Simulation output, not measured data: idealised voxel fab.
The following process module bears the name voxel self aligned contacts.
Cross-section cut: width 170 nm, square cells of 5 nm.
Throughout this document, each cross-section is represented as a grid of square cells and is presented as a sequence of bands enumerated from the top downward, where a band comprises one or more rows of cells. The band entry comprises the height of the band's top followed by the height of its bottom, expressed in nm, and subsequently the band's materials from left to right, each stated together with its width in nm. Where a single material is marked with the word "all across", that material fills the band from edge to edge. The word "blank" represents empty space. The reference from which all heights are counted is 0, the level beneath which the as-received wafer is entirely one material; the lowest band, having no lower bound, proceeds downward and is written after the example "0..down". The expression "30->40" gives the width at the extremes of the band, the first number at its top row of cells and the second at its bottom row, with the width changing by equal amounts from each row to the next in between. Key: "no modification" - step with no changed cell in the cross-section. Heads up: "Voids, sealed" only lists the empty pockets with no open path to the top that are 8 cells or more, and it writes them as width x height at distance, distance from the left edge, in nm. Heads up: the bit after the settings on a step's line is the simulator's remark on that step. You can add "overlay nm" to a step's line. For a step with a mask, it describes how far the mask lay to the right of its planned position, and a negative number describes a lay to the left.
### So here's the lineup of process steps we planned
| 1 | RECEIVE (material Si) |
| 2 | CONFORMAL_DEP (material SiO2; thk nm 5) |
| 3 | DIRECTIONAL_DEP (material polySi; thk nm 30) |
| 4 | DIRECTIONAL_DEP (material SiN; thk nm 20) |
| 5 | MASKED_ETCH (tone cover; mask id GATE; width nm 35; pitch nm 70; etch materials SiN; depth nm 20; overlay nm 0) |
| 6 | MASKED_ETCH (tone cover; mask id GATE; width nm 35; pitch nm 70; etch materials polySi; depth nm 30; overlay nm 0) |
| 7 | CONFORMAL_DEP (material SiN; thk nm 5) |
| 8 | DIRECTIONAL_ETCH (etch materials SiN; depth nm 5) |
| 9 | FILL_DEP (material SiO2; thk nm 20) |
| 10 | CMP (height nm 65) |
| 11 | MASKED_ETCH (tone open; mask id CONTACT; width nm 35; etch materials SiO2; depth nm 65; overlay nm 0) |
| 12 | CONFORMAL_DEP (material TiN; thk nm 5) |
| 13 | FILL_DEP (material Ru; thk nm 10) |
| 14 | CMP (height nm 65) |
| 15 | CONFORMAL_DEP (material SiCN; thk nm 5) |
What sets these wafers apart? The width nm at step 11. They all start alike, and the plan carries the first wafer's value.
### Cross-section of the first of several wafers as received (after step 1)
> 0..down = Si all across
> Voids, sealed: none
### The table below has one row for each wafer; a row shows, as of the end of the module, how many cells of each material the wafer has gained, marked (+), or lost, marked (-), since it was received, and then the wafer's closed voids
width nm 35, +38 Ru, +34 SiCN, +96 SiN, +193 SiO2, +31 TiN, +84 polySi, Voids, sealed: none
width nm 40, +39 Ru, +34 SiCN, +96 SiN, +191 SiO2, +32 TiN, +84 polySi, Voids, sealed: none
width nm 45, +40 Ru, +34 SiCN, +96 SiN, +189 SiO2, +33 TiN, +84 polySi, Voids, sealed: none
width nm 50, +41 Ru, +34 SiCN, +96 SiN, +187 SiO2, +34 TiN, +84 polySi, Voids, sealed: none
width nm 55, +42 Ru, +34 SiCN, +96 SiN, +185 SiO2, +35 TiN, +84 polySi, Voids, sealed: none
width nm 60, +43 Ru, +34 SiCN, +96 SiN, +183 SiO2, +36 TiN, +84 polySi, Voids, sealed: none
